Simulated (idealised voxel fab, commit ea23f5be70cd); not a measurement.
The process module presented herein is designated voxel ribs on slabs.
Section cut is 270 nm wide and gridded with 5 nm square cells.
A cross-section in this document is a grid of square cells, and it is written down as bands, the top band listed before the ones below it; a band is made up of one or more rows of cells. Heights first: top, then bottom, in nm. Then materials, left to right, each with a width in nm. "throughout" on a single material: fills the band edge to edge. "blank": empty space. Heights from 0 (as-received wafer is one material below). Bottom band endless downward, as "0 and below". A width such as "30->40" changes by the same amount from each row of cells to the next, from the band's top row to its bottom row. It should be understood that the words "nothing changed", when stated for a given step, signify that the cross-section underwent no change in any of its cells during that step. "Trapped voids" contains a list of empty spaces, each no smaller than 8 cells and without an open way to the top, written in the form width x height at distance with the distance from the left edge and all three in nm. Post-settings text on a step line: simulator's own remark regarding the step. If you see "overlay nm" on a step's line and that step has a mask, it's telling you how far right of where it was planned the mask ended up; a negative number means it went left instead.
### Below is the list of planned process steps
- 1: op RECEIVE | material Si
- 2: op DIRECTIONAL_DEP | material SiO2 | thk nm 25
- 3: op DIRECTIONAL_DEP | material SiN | thk nm 20
- 4: op DIRECTIONAL_DEP | material aC | thk nm 15
- 5: op PATTERN | tone cover | mask id RIB | material resist | width nm 15 | thk nm 35 | overlay nm 0
- 6: op DIRECTIONAL_ETCH | etch materials aC | depth nm 15
- 7: op STRIP | etch materials resist
- 8: op DIRECTIONAL_ETCH | etch materials SiN | depth nm 5
- 9: op STRIP | etch materials aC
- 10: op MASKED_ETCH | tone cover | mask id SLAB | width nm 55 | etch materials SiN | depth nm 15 | overlay nm 0
- 11: op FILL_DEP | material SiO2 | thk nm 15
- 12: op CMP | height nm 55
- 13: op DIRECTIONAL_DEP | material W | thk nm 10
- 14: op PATTERN | tone cover | mask id HEATER | material resist | width nm 25 | thk nm 15 | overlay nm 0
- 15: op DIRECTIONAL_ETCH | etch materials W | depth nm 10
- 16: op STRIP | etch materials resist
- 17: op CONFORMAL_DEP | material SiN | thk nm 5
### as received, after step 1
- 0 and below = Si throughout
- Trapped voids: none
### First of two wafers at the end of the module, shown in cross-section; run carried out as planned
- 70 down to 65 = blank (115), SiN (35), blank (120)
- 65 down to 60 = blank (115), SiN (5), W (25), SiN (5), blank (120)
- 60 down to 55 = SiN (120), W (25), SiN (125)
- 55 down to 45 = SiO2 throughout
- 45 down to 40 = SiO2 (125), SiN (15), SiO2 (130)
- 40 down to 25 = SiO2 (105), SiN (55), SiO2 (110)
- 25 down to 0 = SiO2 throughout
- 0 and below = Si throughout
- Trapped voids: none
### Module end: cross-section of wafer two of two. Same start and process plan as the first wafer. One mistake during execution
- 70 down to 65 = blank (115), SiN (35), blank (120)
- 65 down to 60 = blank (115), SiN (5), W (25), SiN (5), blank (120)
- 60 down to 55 = SiN (120), W (25), SiN (125)
- 55 down to 40 = SiO2 (105), SiN (55), SiO2 (110)
- 40 down to 25 = aC throughout
- 25 down to 0 = SiO2 throughout
- 0 and below = Si throughout
- Trapped voids: none
Run error: so 3 and 4 got swapped relative to the plan, each ran where the other was supposed to
At the finish, the second wafer shows more or fewer cells for some materials than the first does: 3 fewer of SiN, 159 fewer of SiO2, 162 more of aC
